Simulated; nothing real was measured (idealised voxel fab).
This is a process module. Its name is voxel transistor to metal.
The cross-section on display is named cut; it measures 145 nm wide, and its cells are 5 nm squares.
A cross-section is written here as square cells arranged in a grid, and it is given in bands from the top down, each band taking up one or more rows of cells. It is stipulated that each band's entry specify, in nanometres, the height of the top of the band and then that of its bottom, followed by the materials of the band in left-to-right sequence, each together with its width in nanometres. A single material marked by the word "full width" is understood to fill the band from edge to edge; the word "air" is understood to denote empty space. Counting heights begins at 0, where everything beneath is, in the wafer as received, one material. The lowest band has no bottom; it goes on downwards, as "0 nm and below" shows. Width spec "30..40" -> top row of cells at first value, bottom row at second value, equal per-row change in between. For the purposes of this document, the phrase "no change" attached to a step denotes that no cell within the cross-section was modified by that step. Empty spaces counting at least 8 cells and having no open way to the top are listed in "Closed-off voids". The notation width x height at distance is used for each, the distance being from the left edge and all three values in nm. Anything after a step's settings on that line? It's the simulator's own note about the step. overlay nm: mask right of planned place by this much (step with mask). Neg. = left.

STEPS IN THE PROCESS PLAN
1. RECEIVE,material Si
2. OXIDIZE,depth nm 5
3. CONFORMAL_DEP,material SiN,thk nm 10
4. PATTERN,tone cover,mask id ACTIVE,material resist,width nm 85,thk nm 15,overlay nm 0
5. DIRECTIONAL_ETCH,etch materials SiN,depth nm 10
6. DIRECTIONAL_ETCH,etch materials SiO2,depth nm 5
7. DIRECTIONAL_ETCH,etch materials Si,depth nm 25
8. STRIP,etch materials resist
9. FILL_DEP,material SiO2,thk nm 5
10. CMP,height nm 10
11. SELECTIVE_ETCH,etch materials SiO2,depth nm 5
12. STRIP,etch materials SiN
13. SELECTIVE_ETCH,etch materials SiO2,depth nm 5
14. OXIDIZE,depth nm 5
15. DIRECTIONAL_DEP,material polySi,thk nm 25
16. DIRECTIONAL_DEP,material SiCN,thk nm 15
17. MASKED_ETCH,tone cover,mask id GATE,width nm 15,etch materials SiCN,depth nm 25,overlay nm 0
18. MASKED_ETCH,tone cover,mask id GATE,width nm 15,etch materials polySi,depth nm 35,overlay nm 0
19. CONFORMAL_DEP,material SiO2,thk nm 5
20. DIRECTIONAL_ETCH,etch materials SiO2,depth nm 5
21. CONFORMAL_DEP,material SiN,thk nm 10
22. DIRECTIONAL_ETCH,etch materials SiN,depth nm 10
23. DIRECTIONAL_ETCH,etch materials SiO2,depth nm 5
24. DIRECTIONAL_ETCH,etch materials Si,depth nm 5
25. EPI,material SiGe,thk nm 5
26. FILL_DEP,material SiO2,thk nm 10
27. CMP,height nm 35
28. DIRECTIONAL_DEP,material SiO2,thk nm 15
29. PATTERN,tone open,mask id CONTACT,material resist,width nm 25,pitch nm 50,thk nm 15,overlay nm 0
30. DIRECTIONAL_ETCH,etch materials SiO2,depth nm 55
31. STRIP,etch materials resist
32. CONFORMAL_DEP,material TiN,thk nm 5
33. FILL_DEP,material W,thk nm 5
34. CMP,height nm 50
35. DIRECTIONAL_DEP,material TiN,thk nm 5
36. DIRECTIONAL_DEP,material W,thk nm 25
37. MASKED_ETCH,tone cover,mask id METAL_1,width nm 15,pitch nm 60,etch materials W,depth nm 25,overlay nm 0
38. MASKED_ETCH,tone cover,mask id METAL_1,width nm 15,pitch nm 60,etch materials TiN,depth nm 5,overlay nm 0
39. CONFORMAL_DEP,material SiCN,thk nm 5
40. FILL_DEP,material SiO2,thk nm 10
41. CMP,height nm 80
42. CONFORMAL_DEP,material SiCN,thk nm 5

AS RECEIVED, AFTER STEP 1
> 0 nm and below | Si full width
> Closed-off voids: none

FIRST WAFER OF TWO, SECTIONED AT END OF MODULE; RUN WENT PER PLAN
> 85 nm to 80 nm | SiCN full width
> 80 nm to 55 nm | SiO2=30; SiCN=5; W=15; SiCN=5; SiO2=35; SiCN=5; W=15; SiCN=5; SiO2=30
> 55 nm to 50 nm | SiCN=35; TiN=15; SiCN=45; TiN=15; SiCN=35
> 50 nm to 40 nm | SiO2=35; TiN=5; W=15; TiN=5; SiO2=25; TiN=5; W=15; TiN=5; SiO2=35
> 40 nm to 35 nm | SiO2=35; TiN=5; W=5; TiN=15; SiO2=25; TiN=15; W=5; TiN=5; SiO2=35
> 35 nm to 20 nm | SiO2=35; TiN=5; W=5; TiN=5; SiN=10; SiO2=5; SiCN=15; SiO2=5; SiN=10; TiN=5; W=5; TiN=5; SiO2=35
> 20 nm to 5 nm | SiO2=35; TiN=5; W=5; TiN=5; SiN=10; SiO2=5; polySi=15; SiO2=5; SiN=10; TiN=5; W=5; TiN=5; SiO2=35
> 5 nm to 0 nm | SiO2=35; TiN=15; SiN=10; SiO2=5; polySi=15; SiO2=5; SiN=10; TiN=15; SiO2=35
> 0 nm to -5 nm | SiO2=30; SiN=10; TiN=10; SiN=10; SiO2=5; polySi=15; SiO2=5; SiN=10; TiN=10; SiN=10; SiO2=30
> -5 nm to -10 nm | SiO2=40; SiGe=10; SiO2=45; SiGe=10; SiO2=40
> -10 nm to -15 nm | SiO2=30; Si=10; SiGe=10; Si=45; SiGe=10; Si=10; SiO2=30
> -15 nm to -30 nm | SiO2=30; Si=85; SiO2=30
> -30 nm and below | Si full width
> Closed-off voids: none

CROSS-SECTION, SECOND WAFER: SAME START AS THE FIRST, SAME PLAN AS THE FIRST, ONE MISTAKE IN RUNNING IT; TAKEN AT THE END OF THE MODULE
> 85 nm to 80 nm | SiCN full width
> 80 nm to 55 nm | SiO2=30; SiCN=5; W=15; SiCN=5; SiO2=35; SiCN=5; W=15; SiCN=5; SiO2=30
> 55 nm to 50 nm | SiCN=35; TiN=15; SiCN=45; TiN=15; SiCN=35
> 50 nm to 40 nm | SiO2=35; TiN=5; W=15; TiN=5; SiO2=25; TiN=5; W=15; TiN=5; SiO2=35
> 40 nm to 35 nm | SiO2=35; TiN=5; W=5; TiN=15; SiO2=25; TiN=15; W=5; TiN=5; SiO2=35
> 35 nm to 25 nm | SiO2=35; TiN=5; W=5; TiN=5; SiN=10; SiO2=5; SiCN=15; SiO2=5; SiN=10; TiN=5; W=5; TiN=5; SiO2=35
> 25 nm to 5 nm | SiO2=35; TiN=5; W=5; TiN=5; SiN=10; SiO2=5; polySi=15; SiO2=5; SiN=10; TiN=5; W=5; TiN=5; SiO2=35
> 5 nm to 0 nm | SiO2=35; TiN=15; SiN=10; SiO2=5; polySi=15; SiO2=5; SiN=10; TiN=15; SiO2=35
> 0 nm to -5 nm | SiO2=35; TiN=10; SiGe=5; SiO2=45; SiGe=5; TiN=10; SiO2=35
> -5 nm to -10 nm | SiO2=30; SiGe=20; Si=45; SiGe=20; SiO2=30
> -10 nm to -30 nm | SiO2=30; Si=85; SiO2=30
> -30 nm and below | Si full width
> Closed-off voids: none
In executing the process, a mistake was made relative to the plan: plan vs actual: 12 and 13 interchanged
End check, counted in cells, second wafer has more or fewer of these materials than the first: +13 Si, -3 SiCN, +2 SiGe, -8 SiN, -4 SiO2
